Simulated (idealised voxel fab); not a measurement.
This is a process module. Its name is voxel self aligned vias.
This is section cut - it's 280 nm across, gridded in 5 nm square cells.
We lay out every cross-section as a grid of square cells and spell it out in bands from the top down, where one band means one or more rows of cells.
Look at the band entry: it leads with the top's height and the bottom's height in nm. Then it lists the materials left to right, with a width in nm for each. The word "everywhere" on a single material says that material fills the band edge to edge. The word "empty" is empty space.
Heights from 0 (as-received wafer is one material below). Bottom band endless downward, as "0 -> down".
Width "30 to 40": first value at the band's top row of cells, second value at its bottom row, equal change from row to row.
Any step labelled "changes: none" changed none of the cells in the cross-section.
Reported under the label "Listed closed voids" are the empty spaces having no open way to the top and comprising 8 cells or more; the notation for each is width x height at distance, in which the distance is measured from the left edge and all three values are in nm.
If you see something after the settings on a step's line, that's the simulator's own remark about that step.
overlay nm: mask right of planned place by this much (step with mask). Neg. = left.
The remainder of this document consists of a sequence of paired cross-sections. Each pair presents the cross-section prior to one process step together with the cross-section following it, the latter being rendered only as deep as the lowest band that underwent change. The intervening step, together with its settings, is stated beneath each pair. Because the pairs may originate from different runs of this module on the same starting wafer, a given pair is to be read as continuing from the preceding pair only where its entry headed "Pre-process" so indicates.
Pre-process:
	65 -> 50  SiO2=60, TiN=5, Ru=30, TiN=5, SiO2=80, TiN=5, Ru=30, TiN=5, SiO2=60
	50 -> 45  SiO2=60, TiN=10, Ru=20, TiN=10, SiO2=80, TiN=10, Ru=20, TiN=10, SiO2=60
	45 -> 40  SiO2=65, TiN=30, SiO2=30, SiN=30, SiO2=30, TiN=30, SiO2=65
	40 -> 25  SiO2=65, TiN=5, Ru=20, TiN=5, SiO2=30, TiN=5, Ru=20, TiN=5, SiO2=30, TiN=5, Ru=20, TiN=5, SiO2=65
	25 -> 20  SiO2=65, TiN=30, SiO2=30, TiN=30, SiO2=30, TiN=30, SiO2=65
	20 -> 5  SiO2 everywhere
	5 -> 0  SiCN everywhere
	0 -> down  Si everywhere
	Listed closed voids: none
Step Outcome:
	70 -> 65  SiCN everywhere
	Below a height of 65, the structure has not been altered.
	Listed closed voids: none
Step, before to after (see cross-sections above): op CONFORMAL_DEP | material SiCN | thk nm 5
Pre-process:
	0 -> down  Si everywhere
	Listed closed voids: none
Step Outcome:
	10 -> 0  SiO2 everywhere
	Below a height of 0, the structure has not been altered.
	Listed closed voids: none
Step, before to after (see cross-sections above): op CONFORMAL_DEP | material SiO2 | thk nm 10
Pre-process: see preceding pair, after cross-section.
Step Outcome:
	15 -> 10  SiCN everywhere
	Below a height of 10, the structure has not been altered.
	Listed closed voids: none
Step, before to after (see cross-sections above): op CONFORMAL_DEP | material SiCN | thk nm 5
Pre-process: see preceding pair, after cross-section.
Step Outcome:
	40 -> 15  SiO2 everywhere
	Below a height of 15, the structure has not been altered.
	Listed closed voids: none
Step, before to after (see cross-sections above): op DIRECTIONAL_DEP | material SiO2 | thk nm 25
Pre-process: see preceding pair, after cross-section.
Step Outcome:
	50 -> 40  aC everywhere
	Below a height of 40, the structure has not been altered.
	Listed closed voids: none
Step, before to after (see cross-sections above): op DIRECTIONAL_DEP | material aC | thk nm 10
Pre-process: see preceding pair, after cross-section.
Step Outcome:
	75 -> 50  resist=65, empty=30, resist=30, empty=30, resist=30, empty=30, resist=65
	Below a height of 50, the structure has not been altered.
	Listed closed voids: none
Step, before to after (see cross-sections above): op PATTERN | tone open | mask id LINES | material resist | width nm 30 | pitch nm 60 | thk nm 25 | overlay nm 0
Pre-process: see preceding pair, after cross-section.
Step Outcome:
	65 -> 50  resist=65, empty=30, resist=30, empty=30, resist=30, empty=30, resist=65
	50 -> 40  aC=65, empty=30, aC=30, empty=30, aC=30, empty=30, aC=65
	Below a height of 40, the structure has not been altered.
	Listed closed voids: none
Step, before to after (see cross-sections above): op DIRECTIONAL_ETCH | etch materials aC | depth nm 10
Pre-process: see preceding pair, after cross-section.
Step Outcome:
	50 -> 40  aC=65, empty=30, aC=30, empty=30, aC=30, empty=30, aC=65
	Below a height of 40, the structure has not been altered.
	Listed closed voids: none
Step, before to after (see cross-sections above): op STRIP | etch materials resist
Pre-process: see preceding pair, after cross-section.
Step Outcome:
	50 -> 40  aC=65, empty=30, aC=30, empty=30, aC=30, empty=30, aC=65
	40 -> 15  SiO2=65, empty=30, SiO2=30, empty=30, SiO2=30, empty=30, SiO2=65
	Below a height of 15, the structure has not been altered.
	Listed closed voids: none
Step, before to after (see cross-sections above): op DIRECTIONAL_ETCH | etch materials SiO2 | depth nm 25
Pre-process: see preceding pair, after cross-section.
Step Outcome:
	40 -> 15  SiO2=65, empty=30, SiO2=30, empty=30, SiO2=30, empty=30, SiO2=65
	Below a height of 15, the structure has not been altered.
	Listed closed voids: none
Step, before to after (see cross-sections above): op STRIP | etch materials aC
Pre-process: see preceding pair, after cross-section.
Step Outcome:
	45 -> 40  TiN=70, empty=20, TiN=40, empty=20, TiN=40, empty=20, TiN=70
	40 -> 20  SiO2=65, TiN=5, empty=20, TiN=5, SiO2=30, TiN=5, empty=20, TiN=5, SiO2=30, TiN=5, empty=20, TiN=5, SiO2=65
	20 -> 15  SiO2=65, TiN=30, SiO2=30, TiN=30, SiO2=30, TiN=30, SiO2=65
	Below a height of 15, the structure has not been altered.
	Listed closed voids: none
Step, before to after (see cross-sections above): op CONFORMAL_DEP | material TiN | thk nm 5
Pre-process: see preceding pair, after cross-section.
Step Outcome:
	55 -> 45  Ru everywhere
	45 -> 40  TiN=70, Ru=20, TiN=40, Ru=20, TiN=40, Ru=20, TiN=70
	40 -> 20  SiO2=65, TiN=5, Ru=20, TiN=5, SiO2=30, TiN=5, Ru=20, TiN=5, SiO2=30, TiN=5, Ru=20, TiN=5, SiO2=65
	Below a height of 20, the structure has not been altered.
	Listed closed voids: none
Step, before to after (see cross-sections above): op FILL_DEP | material Ru | thk nm 10
Pre-process: see preceding pair, after cross-section.
Step Outcome:
	45 -> 40  TiN=70, Ru=20, TiN=40, Ru=20, TiN=40, Ru=20, TiN=70
	Below a height of 40, the structure has not been altered.
	Listed closed voids: none
Step, before to after (see cross-sections above): op CMP | height nm 45
Pre-process: see preceding pair, after cross-section.
Step Outcome:
	40 -> 20  SiO2=65, TiN=5, Ru=20, TiN=5, SiO2=30, TiN=5, Ru=20, TiN=5, SiO2=30, TiN=5, Ru=20, TiN=5, SiO2=65
	Below a height of 20, the structure has not been altered.
	Listed closed voids: none
Step, before to after (see cross-sections above): op SELECTIVE_ETCH | etch materials W Ru TiN | depth nm 5
Pre-process: see preceding pair, after cross-section.
Step Outcome:
	50 -> 40  SiN everywhere
	Below a height of 40, the structure has not been altered.
	Listed closed voids: none
Step, before to after (see cross-sections above): op FILL_DEP | material SiN | thk nm 10
Pre-process: see preceding pair, after cross-section.
Step Outcome:
	45 -> 40  SiN everywhere
	Below a height of 40, the structure has not been altered.
	Listed closed voids: none
Step, before to after (see cross-sections above): op CMP | height nm 45
Pre-process: see preceding pair, after cross-section.
Step Outcome:
	65 -> 45  SiO2 everywhere
	Below a height of 45, the structure has not been altered.
	Listed closed voids: none
Step, before to after (see cross-sections above): op DIRECTIONAL_DEP | material SiO2 | thk nm 20
Pre-process: see preceding pair, after cross-section.
Step Outcome:
	80 -> 65  aC everywhere
	Below a height of 65, the structure has not been altered.
	Listed closed voids: none
Step, before to after (see cross-sections above): op DIRECTIONAL_DEP | material aC | thk nm 15
Pre-process: see preceding pair, after cross-section.
Step Outcome:
	115 -> 80  resist=60, empty=40, resist=80, empty=40, resist=60
	Below a height of 80, the structure has not been altered.
	Listed closed voids: none
Step, before to after (see cross-sections above): op PATTERN | tone open | mask id VIAS | material resist | width nm 40 | pitch nm 120 | thk nm 35 | overlay nm 0
Pre-process: see preceding pair, after cross-section.
Step Outcome:
	100 -> 80  resist=60, empty=40, resist=80, empty=40, resist=60
	80 -> 65  aC=60, empty=40, aC=80, empty=40, aC=60
	Below a height of 65, the structure has not been altered.
	Listed closed voids: none
Step, before to after (see cross-sections above): op DIRECTIONAL_ETCH | etch materials aC | depth nm 15
Pre-process: see preceding pair, after cross-section.
Step Outcome:
	80 -> 65  aC=60, empty=40, aC=80, empty=40, aC=60
	Below a height of 65, the structure has not been altered.
	Listed closed voids: none
Step, before to after (see cross-sections above): op STRIP | etch materials resist
Pre-process: see preceding pair, after cross-section.
Step Outcome:
	80 -> 65  aC=60, empty=40, aC=80, empty=40, aC=60
	65 -> 45  SiO2=60, empty=40, SiO2=80, empty=40, SiO2=60
	Below a height of 45, the structure has not been altered.
	Listed closed voids: none
Step, before to after (see cross-sections above): op DIRECTIONAL_ETCH | etch materials SiO2 | depth nm 20
Pre-process: see preceding pair, after cross-section.
Step Outcome:
	80 -> 65  aC=60, empty=40, aC=80, empty=40, aC=60
	65 -> 45  SiO2=60, empty=40, SiO2=80, empty=40, SiO2=60
	45 -> 40  SiN=60, empty=40, SiN=80, empty=40, SiN=60
	Below a height of 40, the structure has not been altered.
	Listed closed voids: none
Step, before to after (see cross-sections above): op DIRECTIONAL_ETCH | etch materials SiN | depth nm 5
Pre-process: see preceding pair, after cross-section.
Step Outcome:
	65 -> 45  SiO2=60, empty=40, SiO2=80, empty=40, SiO2=60
	Below a height of 45, the structure has not been altered.
	Listed closed voids: none
Step, before to after (see cross-sections above): op STRIP | etch materials aC
Pre-process: see preceding pair, after cross-section.
Step Outcome:
	70 -> 65  TiN=65, empty=30, TiN=90, empty=30, TiN=65
	65 -> 45  SiO2=60, TiN=5, empty=30, TiN=5, SiO2=80, TiN=5, empty=30, TiN=5, SiO2=60
	45 -> 40  SiN=60, TiN=40, SiN=80, TiN=40, SiN=60
	Below a height of 40, the structure has not been altered.
	Listed closed voids: none
Step, before to after (see cross-sections above): op CONFORMAL_DEP | material TiN | thk nm 5
Pre-process: see preceding pair, after cross-section.
Step Outcome:
	75 -> 70  Ru everywhere
	70 -> 65  TiN=65, Ru=30, TiN=90, Ru=30, TiN=65
	65 -> 45  SiO2=60, TiN=5, Ru=30, TiN=5, SiO2=80, TiN=5, Ru=30, TiN=5, SiO2=60
	Below a height of 45, the structure has not been altered.
	Listed closed voids: none
Step, before to after (see cross-sections above): op FILL_DEP | material Ru | thk nm 5
Pre-process: see preceding pair, after cross-section.
Step Outcome:
	65 -> 45  SiO2=60, TiN=5, Ru=30, TiN=5, SiO2=80, TiN=5, Ru=30, TiN=5, SiO2=60
	Below a height of 45, the structure has not been altered.
	Listed closed voids: none
Step, before to after (see cross-sections above): op CMP | height nm 65
Pre-process: see preceding pair, after cross-section.
Step Outcome:
	70 -> 65  SiCN everywhere
	Below a height of 65, the structure has not been altered.
	Listed closed voids: none
Step, before to after (see cross-sections above): op CONFORMAL_DEP | material SiCN | thk nm 5
Pre-process:
	80 -> 65  aC everywhere
	65 -> 45  SiO2 everywhere
	45 -> 40  SiO2=65, SiN=30, SiO2=30, SiN=30, SiO2=30, SiN=30, SiO2=65
	40 -> 25  SiO2=65, TiN=5, Ru=20, TiN=5, SiO2=30, TiN=5, Ru=20, TiN=5, SiO2=30, TiN=5, Ru=20, TiN=5, SiO2=65
	25 -> 20  SiO2=65, TiN=30, SiO2=30, TiN=30, SiO2=30, TiN=30, SiO2=65
	20 -> 15  SiCN everywhere
	15 -> 0  SiO2 everywhere
	0 -> down  Si everywhere
	Listed closed voids: none
Step Outcome:
	115 -> 80  resist=60, empty=45, resist=75, empty=45, resist=55
	Below a height of 80, the structure has not been altered.
	Listed closed voids: none
Step, before to after (see cross-sections above): op PATTERN | tone open | mask id VIAS | material resist | width nm 45 | pitch nm 120 | thk nm 35 | overlay nm 0
Pre-process: see preceding pair, after cross-section.
Step Outcome:
	100 -> 80  resist=60, empty=45, resist=75, empty=45, resist=55
	80 -> 65  aC=60, empty=45, aC=75, empty=45, aC=55
	Below a height of 65, the structure has not been altered.
	Listed closed voids: none
Step, before to after (see cross-sections above): op DIRECTIONAL_ETCH | etch materials aC | depth nm 15
Pre-process: see preceding pair, after cross-section.
Step Outcome:
	80 -> 65  aC=60, empty=45, aC=75, empty=45, aC=55
	Below a height of 65, the structure has not been altered.
	Listed closed voids: none
Step, before to after (see cross-sections above): op STRIP | etch materials resist
Pre-process: see preceding pair, after cross-section.
Step Outcome:
	80 -> 65  aC=60, empty=45, aC=75, empty=45, aC=55
	65 -> 45  SiO2=60, empty=45, SiO2=75, empty=45, SiO2=55
	Below a height of 45, the structure has not been altered.
	Listed closed voids: none
Step, before to after (see cross-sections above): op DIRECTIONAL_ETCH | etch materials SiO2 | depth nm 20
Pre-process: see preceding pair, after cross-section.
Step Outcome:
	80 -> 65  aC=60, empty=45, aC=75, empty=45, aC=55
	65 -> 45  SiO2=60, empty=45, SiO2=75, empty=45, SiO2=55
	45 -> 40  SiO2=65, empty=30, SiO2=30, SiN=30, SiO2=30, empty=30, SiO2=65
	Below a height of 40, the structure has not been altered.
	Listed closed voids: none
Step, before to after (see cross-sections above): op DIRECTIONAL_ETCH | etch materials SiN | depth nm 5
Pre-process: see preceding pair, after cross-section.
Step Outcome:
	65 -> 45  SiO2=60, empty=45, SiO2=75, empty=45, SiO2=55
	Below a height of 45, the structure has not been altered.
	Listed closed voids: none
Step, before to after (see cross-sections above): op STRIP | etch materials aC
Pre-process: see preceding pair, after cross-section.
Step Outcome:
	70 -> 65  TiN=65, empty=35, TiN=85, empty=35, TiN=60
	65 -> 50  SiO2=60, TiN=5, empty=35, TiN=5, SiO2=75, TiN=5, empty=35, TiN=5, SiO2=55
	50 -> 45  SiO2=60, TiN=10, empty=20, TiN=15, SiO2=75, TiN=10, empty=20, TiN=15, SiO2=55
	45 -> 40  SiO2=65, TiN=30, SiO2=30, SiN=30, SiO2=30, TiN=30, SiO2=65
	Below a height of 40, the structure has not been altered.
	Listed closed voids: none
Step, before to after (see cross-sections above): op CONFORMAL_DEP | material TiN | thk nm 5
Pre-process: see preceding pair, after cross-section.
Step Outcome:
	75 -> 70  Ru everywhere
	70 -> 65  TiN=65, Ru=35, TiN=85, Ru=35, TiN=60
	65 -> 50  SiO2=60, TiN=5, Ru=35, TiN=5, SiO2=75, TiN=5, Ru=35, TiN=5, SiO2=55
	50 -> 45  SiO2=60, TiN=10, Ru=20, TiN=15, SiO2=75, TiN=10, Ru=20, TiN=15, SiO2=55
	Below a height of 45, the structure has not been altered.
	Listed closed voids: none
Step, before to after (see cross-sections above): op FILL_DEP | material Ru | thk nm 5
Pre-process: see preceding pair, after cross-section.
Step Outcome:
	65 -> 50  SiO2=60, TiN=5, Ru=35, TiN=5, SiO2=75, TiN=5, Ru=35, TiN=5, SiO2=55
	Below a height of 50, the structure has not been altered.
	Listed closed voids: none
Step, before to after (see cross-sections above): op CMP | height nm 65
Pre-process: see preceding pair, after cross-section.
Step Outcome:
	70 -> 65  SiCN everywhere
	Below a height of 65, the structure has not been altered.
	Listed closed voids: none
Step, before to after (see cross-sections above): op CONFORMAL_DEP | material SiCN | thk nm 5
Pre-process:
	80 -> 65  aC everywhere
	65 -> 45  SiO2 everywhere
	45 -> 40  SiO2=65, SiN=30, SiO2=30, SiN=30, SiO2=30, SiN=30, SiO2=65
	40 -> 25  SiO2=65, TiN=5, Ru=20, TiN=5, SiO2=30, TiN=5, Ru=20, TiN=5, SiO2=30, TiN=5, Ru=20, TiN=5, SiO2=65
	25 -> 20  SiO2=65, TiN=30, SiO2=30, TiN=30, SiO2=30, TiN=30, SiO2=65
	20 -> 15  SiCN everywhere
	15 -> 0  SiO2 everywhere
	0 -> down  Si everywhere
	Listed closed voids: none
Step Outcome:
	115 -> 80  resist=65, empty=40, resist=80, empty=40, resist=55
	Below a height of 80, the structure has not been altered.
	Listed closed voids: none
Step, before to after (see cross-sections above): op PATTERN | tone open | mask id VIAS | material resist | width nm 40 | pitch nm 120 | thk nm 35 | overlay nm 5
Pre-process: see preceding pair, after cross-section.
Step Outcome:
	100 -> 80  resist=65, empty=40, resist=80, empty=40, resist=55
	80 -> 65  aC=65, empty=40, aC=80, empty=40, aC=55
	Below a height of 65, the structure has not been altered.
	Listed closed voids: none
Step, before to after (see cross-sections above): op DIRECTIONAL_ETCH | etch materials aC | depth nm 15
Pre-process: see preceding pair, after cross-section.
Step Outcome:
	80 -> 65  aC=65, empty=40, aC=80, empty=40, aC=55
	Below a height of 65, the structure has not been altered.
	Listed closed voids: none
Step, before to after (see cross-sections above): op STRIP | etch materials resist
Pre-process: see preceding pair, after cross-section.
Step Outcome:
	80 -> 65  aC=65, empty=40, aC=80, empty=40, aC=55
	65 -> 45  SiO2=65, empty=40, SiO2=80, empty=40, SiO2=55
	Below a height of 45, the structure has not been altered.
	Listed closed voids: none
Step, before to after (see cross-sections above): op DIRECTIONAL_ETCH | etch materials SiO2 | depth nm 20
Pre-process: see preceding pair, after cross-section.
Step Outcome:
	80 -> 65  aC=65, empty=40, aC=80, empty=40, aC=55
	65 -> 45  SiO2=65, empty=40, SiO2=80, empty=40, SiO2=55
	45 -> 40  SiO2=65, empty=30, SiO2=30, SiN=30, SiO2=30, empty=30, SiO2=65
	Below a height of 40, the structure has not been altered.
	Listed closed voids: none
Step, before to after (see cross-sections above): op DIRECTIONAL_ETCH | etch materials SiN | depth nm 5
Pre-process: see preceding pair, after cross-section.
Step Outcome:
	65 -> 45  SiO2=65, empty=40, SiO2=80, empty=40, SiO2=55
	Below a height of 45, the structure has not been altered.
	Listed closed voids: none
Step, before to after (see cross-sections above): op STRIP | etch materials aC
Pre-process: see preceding pair, after cross-section.
Step Outcome:
	70 -> 65  TiN=70, empty=30, TiN=90, empty=30, TiN=60
	65 -> 50  SiO2=65, TiN=5, empty=30, TiN=5, SiO2=80, TiN=5, empty=30, TiN=5, SiO2=55
	50 -> 45  SiO2=65, TiN=5, empty=20, TiN=15, SiO2=80, TiN=5, empty=20, TiN=15, SiO2=55
	45 -> 40  SiO2=65, TiN=30, SiO2=30, SiN=30, SiO2=30, TiN=30, SiO2=65
	Below a height of 40, the structure has not been altered.
	Listed closed voids: none
Step, before to after (see cross-sections above): op CONFORMAL_DEP | material TiN | thk nm 5
Pre-process: see preceding pair, after cross-section.
Step Outcome:
	75 -> 70  Ru everywhere
	70 -> 65  TiN=70, Ru=30, TiN=90, Ru=30, TiN=60
	65 -> 50  SiO2=65, TiN=5, Ru=30, TiN=5, SiO2=80, TiN=5, Ru=30, TiN=5, SiO2=55
	50 -> 45  SiO2=65, TiN=5, Ru=20, TiN=15, SiO2=80, TiN=5, Ru=20, TiN=15, SiO2=55
	Below a height of 45, the structure has not been altered.
	Listed closed voids: none
Step, before to after (see cross-sections above): op FILL_DEP | material Ru | thk nm 5
Pre-process: see preceding pair, after cross-section.
Step Outcome:
	65 -> 50  SiO2=65, TiN=5, Ru=30, TiN=5, SiO2=80, TiN=5, Ru=30, TiN=5, SiO2=55
	Below a height of 50, the structure has not been altered.
	Listed closed voids: none
Step, before to after (see cross-sections above): op CMP | height nm 65
Pre-process: see preceding pair, after cross-section.
Step Outcome:
	70 -> 65  SiCN everywhere
	Below a height of 65, the structure has not been altered.
	Listed closed voids: none
Step, before to after (see cross-sections above): op CONFORMAL_DEP | material SiCN | thk nm 5
Pre-process:
	70 -> 65  TiN=65, empty=30, TiN=90, empty=30, TiN=65
	65 -> 50  SiO2=60, TiN=5, empty=30, TiN=5, SiO2=80, TiN=5, empty=30, TiN=5, SiO2=60
	50 -> 45  SiO2=60, TiN=10, empty=20, TiN=10, SiO2=80, TiN=10, empty=20, TiN=10, SiO2=60
	45 -> 40  SiO2=65, TiN=30, SiO2=30, SiN=30, SiO2=30, TiN=30, SiO2=65
	40 -> 25  SiO2=65, TiN=5, Ru=20, TiN=5, SiO2=30, TiN=5, Ru=20, TiN=5, SiO2=30, TiN=5, Ru=20, TiN=5, SiO2=65
	25 -> 20  SiO2=65, TiN=30, SiO2=30, TiN=30, SiO2=30, TiN=30, SiO2=65
	20 -> 15  SiCN everywhere
	15 -> 0  SiO2 everywhere
	0 -> down  Si everywhere
	Listed closed voids: none
Step Outcome:
	75 -> 70  W everywhere
	70 -> 65  TiN=65, W=30, TiN=90, W=30, TiN=65
	65 -> 50  SiO2=60, TiN=5, W=30, TiN=5, SiO2=80, TiN=5, W=30, TiN=5, SiO2=60
	50 -> 45  SiO2=60, TiN=10, W=20, TiN=10, SiO2=80, TiN=10, W=20, TiN=10, SiO2=60
	Below a height of 45, the structure has not been altered.
	Listed closed voids: none
Step, before to after (see cross-sections above): op FILL_DEP | material W | thk nm 5
Pre-process: see preceding pair, after cross-section.
Step Outcome:
	65 -> 50  SiO2=60, TiN=5, W=30, TiN=5, SiO2=80, TiN=5, W=30, TiN=5, SiO2=60
	Below a height of 50, the structure has not been altered.
	Listed closed voids: none
Step, before to after (see cross-sections above): op CMP | height nm 65
Pre-process: see preceding pair, after cross-section.
Step Outcome:
	70 -> 65  SiCN everywhere
	Below a height of 65, the structure has not been altered.
	Listed closed voids: none
Step, before to after (see cross-sections above): op CONFORMAL_DEP | material SiCN | thk nm 5
Pre-process:
	80 -> 65  aC everywhere
	65 -> 45  SiO2 everywhere
	45 -> 40  SiO2=65, SiN=30, SiO2=30, SiN=30, SiO2=30, SiN=30, SiO2=65
	40 -> 25  SiO2=65, TiN=5, Ru=20, TiN=5, SiO2=30, TiN=5, Ru=20, TiN=5, SiO2=30, TiN=5, Ru=20, TiN=5, SiO2=65
	25 -> 20  SiO2=65, TiN=30, SiO2=30, TiN=30, SiO2=30, TiN=30, SiO2=65
	20 -> 15  SiCN everywhere
	15 -> 0  SiO2 everywhere
	0 -> down  Si everywhere
	Listed closed voids: none
Step Outcome:
	115 -> 80  empty=60, resist=40, empty=80, resist=40, empty=60
	Below a height of 80, the structure has not been altered.
	Listed closed voids: none
Step, before to after (see cross-sections above): op PATTERN | tone cover | mask id VIAS | material resist | width nm 40 | pitch nm 120 | thk nm 35 | overlay nm 0
Pre-process: see preceding pair, after cross-section.
Step Outcome:
	100 -> 80  empty=60, resist=40, empty=80, resist=40, empty=60
	80 -> 65  empty=60, aC=40, empty=80, aC=40, empty=60
	Below a height of 65, the structure has not been altered.
	Listed closed voids: none
Step, before to after (see cross-sections above): op DIRECTIONAL_ETCH | etch materials aC | depth nm 15
Pre-process: see preceding pair, after cross-section.
Step Outcome:
	80 -> 65  empty=60, aC=40, empty=80, aC=40, empty=60
	Below a height of 65, the structure has not been altered.
	Listed closed voids: none
Step, before to after (see cross-sections above): op STRIP | etch materials resist
Pre-process: see preceding pair, after cross-section.
Step Outcome:
	80 -> 65  empty=60, aC=40, empty=80, aC=40, empty=60
	65 -> 45  empty=60, SiO2=40, empty=80, SiO2=40, empty=60
	Below a height of 45, the structure has not been altered.
	Listed closed voids: none
Step, before to after (see cross-sections above): op DIRECTIONAL_ETCH | etch materials SiO2 | depth nm 20
Pre-process: see preceding pair, after cross-section.
Step Outcome:
	80 -> 65  empty=60, aC=40, empty=80, aC=40, empty=60
	65 -> 45  empty=60, SiO2=40, empty=80, SiO2=40, empty=60
	45 -> 40  SiO2=65, SiN=30, SiO2=30, empty=30, SiO2=30, SiN=30, SiO2=65
	Below a height of 40, the structure has not been altered.
	Listed closed voids: none
Step, before to after (see cross-sections above): op DIRECTIONAL_ETCH | etch materials SiN | depth nm 5
Pre-process: see preceding pair, after cross-section.
Step Outcome:
	65 -> 45  empty=60, SiO2=40, empty=80, SiO2=40, empty=60
	Below a height of 45, the structure has not been altered.
	Listed closed voids: none
Step, before to after (see cross-sections above): op STRIP | etch materials aC
Pre-process: see preceding pair, after cross-section.
Step Outcome:
	70 -> 65  empty=55, TiN=50, empty=70, TiN=50, empty=55
	65 -> 50  empty=55, TiN=5, SiO2=40, TiN=5, empty=70, TiN=5, SiO2=40, TiN=5, empty=55
	50 -> 45  TiN=60, SiO2=40, TiN=30, empty=20, TiN=30, SiO2=40, TiN=60
	45 -> 40  SiO2=65, SiN=30, SiO2=30, TiN=30, SiO2=30, SiN=30, SiO2=65
	Below a height of 40, the structure has not been altered.
	Listed closed voids: none
Step, before to after (see cross-sections above): op CONFORMAL_DEP | material TiN | thk nm 5
Pre-process: see preceding pair, after cross-section.
Step Outcome:
	75 -> 70  Ru everywhere
	70 -> 65  Ru=55, TiN=50, Ru=70, TiN=50, Ru=55
	65 -> 50  Ru=55, TiN=5, SiO2=40, TiN=5, Ru=70, TiN=5, SiO2=40, TiN=5, Ru=55
	50 -> 45  TiN=60, SiO2=40, TiN=30, Ru=20, TiN=30, SiO2=40, TiN=60
	Below a height of 45, the structure has not been altered.
	Listed closed voids: none
Step, before to after (see cross-sections above): op FILL_DEP | material Ru | thk nm 5
Pre-process: see preceding pair, after cross-section.
Step Outcome:
	65 -> 50  Ru=55, TiN=5, SiO2=40, TiN=5, Ru=70, TiN=5, SiO2=40, TiN=5, Ru=55
	Below a height of 50, the structure has not been altered.
	Listed closed voids: none
Step, before to after (see cross-sections above): op CMP | height nm 65
Pre-process: see preceding pair, after cross-section.
Step Outcome:
	70 -> 65  SiCN everywhere
	Below a height of 65, the structure has not been altered.
	Listed closed voids: none
Step, before to after (see cross-sections above): op CONFORMAL_DEP | material SiCN | thk nm 5
